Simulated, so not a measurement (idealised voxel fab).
The process module presented herein is designated voxel self aligned vias.
The cross-section shown here is cut; it is 170 nm wide and divided into square cells measuring 5 nm on a side.
Cross-sections here: square-cell grids, written as top-down lists of bands, a band being one or more rows of cells.
First you get the band's top height and its bottom height, in nm, and then the materials it's made of, left to right, with each width in nm. If you see a single material with "full width", that one covers the band edge to edge. "blank" is empty space.
Heads up on the height convention: 0 is the point under which the incoming wafer is all one material, and the lowest band has no bottom, it just keeps going down, like "top 0, no bottom".
Width: "30..40" (first number = top row, second number = bottom row, same change from row to row of cells).
Given "nothing changed" for a step, no cell of the cross-section differs between before and after that step.
Listed in "Fully sealed cavities": every empty space of 8 or more cells without an open way to the top. Form: width x height at distance, the distance being from the left edge, all in nm.
Anything after a step's settings on that line? It's the simulator's own note about the step.
Among the settings permitted on a step's line is "overlay nm"; applied to a step with a mask, it specifies the extent to which the mask lay to the right of its planned position, whereas a negative figure signifies a position to the left.
-- Intended process steps
1. RECEIVE,material Si
2. CONFORMAL_DEP,material SiO2,thk nm 15
3. CONFORMAL_DEP,material SiCN,thk nm 5
4. DIRECTIONAL_DEP,material lowk,thk nm 30
5. MASKED_ETCH,tone open,mask id LINES,width nm 20,pitch nm 50,etch materials lowk,depth nm 30,overlay nm 0
6. CONFORMAL_DEP,material TiN,thk nm 5
7. FILL_DEP,material Ru,thk nm 10
8. CMP,height nm 50
9. SELECTIVE_ETCH,etch materials W Ru TiN,depth nm 5
10. FILL_DEP,material SiN,thk nm 10
11. CMP,height nm 50
12. DIRECTIONAL_DEP,material lowk,thk nm 15
13. MASKED_ETCH,tone open,mask id VIAS,width nm 30,pitch nm 50,etch materials lowk,depth nm 15,overlay nm 0
14. MASKED_ETCH,tone open,mask id VIAS,width nm 30,pitch nm 50,etch materials SiN,depth nm 5,overlay nm 0
15. CONFORMAL_DEP,material TiN,thk nm 5
16. FILL_DEP,material Cu,thk nm 5
17. CMP,height nm 65
18. CONFORMAL_DEP,material SiN,thk nm 5
-- As received (post step 1): cross-section
    top 0, no bottom = Si full width
    Fully sealed cavities: none
-- Cross-sectional view of the first of the two wafers upon completion of the module, processed in accordance with the plan
    top 70, bottom 65 = SiN full width
    top 65, bottom 55 = lowk (45)  TiN (5)  Cu (20)  TiN (5)  lowk (20)  TiN (5)  Cu (20)  TiN (5)  lowk (45)
    top 55, bottom 50 = lowk (45)  TiN (10)  Cu (10)  TiN (10)  lowk (20)  TiN (10)  Cu (10)  TiN (10)  lowk (45)
    top 50, bottom 45 = lowk (50)  TiN (20)  lowk (30)  TiN (20)  lowk (50)
    top 45, bottom 25 = lowk (50)  TiN (5)  Ru (10)  TiN (5)  lowk (30)  TiN (5)  Ru (10)  TiN (5)  lowk (50)
    top 25, bottom 20 = lowk (50)  TiN (20)  lowk (30)  TiN (20)  lowk (50)
    top 20, bottom 15 = SiCN full width
    top 15, bottom 0 = SiO2 full width
    top 0, no bottom = Si full width
    Fully sealed cavities: none
-- Here is the second of the two wafers cut open at the end of the module - same start, same plan as the first one, but we made one mistake running it
    top 70, bottom 65 = SiN full width
    top 65, bottom 55 = lowk (45)  TiN (5)  Cu (20)  TiN (5)  lowk (20)  TiN (5)  Cu (20)  TiN (5)  lowk (45)
    top 55, bottom 50 = lowk (45)  TiN (10)  Cu (5)  TiN (15)  lowk (20)  TiN (10)  Cu (5)  TiN (15)  lowk (45)
    top 50, bottom 45 = lowk (50)  TiN (15)  SiN (5)  lowk (30)  TiN (15)  SiN (5)  lowk (50)
    top 45, bottom 25 = lowk (50)  TiN (5)  Ru (10)  TiN (5)  lowk (30)  TiN (5)  Ru (10)  TiN (5)  lowk (50)
    top 25, bottom 20 = lowk (50)  TiN (20)  lowk (30)  TiN (20)  lowk (50)
    top 20, bottom 15 = SiCN full width
    top 15, bottom 0 = SiO2 full width
    top 0, no bottom = Si full width
    Fully sealed cavities: none
Nonconformance to the process plan: the process deviated at step 14: the operation and settings actually run there were MASKED_ETCH,tone open,mask id VIAS,width nm 30,pitch nm 50,etch materials SiN,depth nm 5,overlay nm -10
Counted in cells at the end, the second wafer holds more or fewer of these materials than the first: Cu: 2 fewer, SiN: 2 more
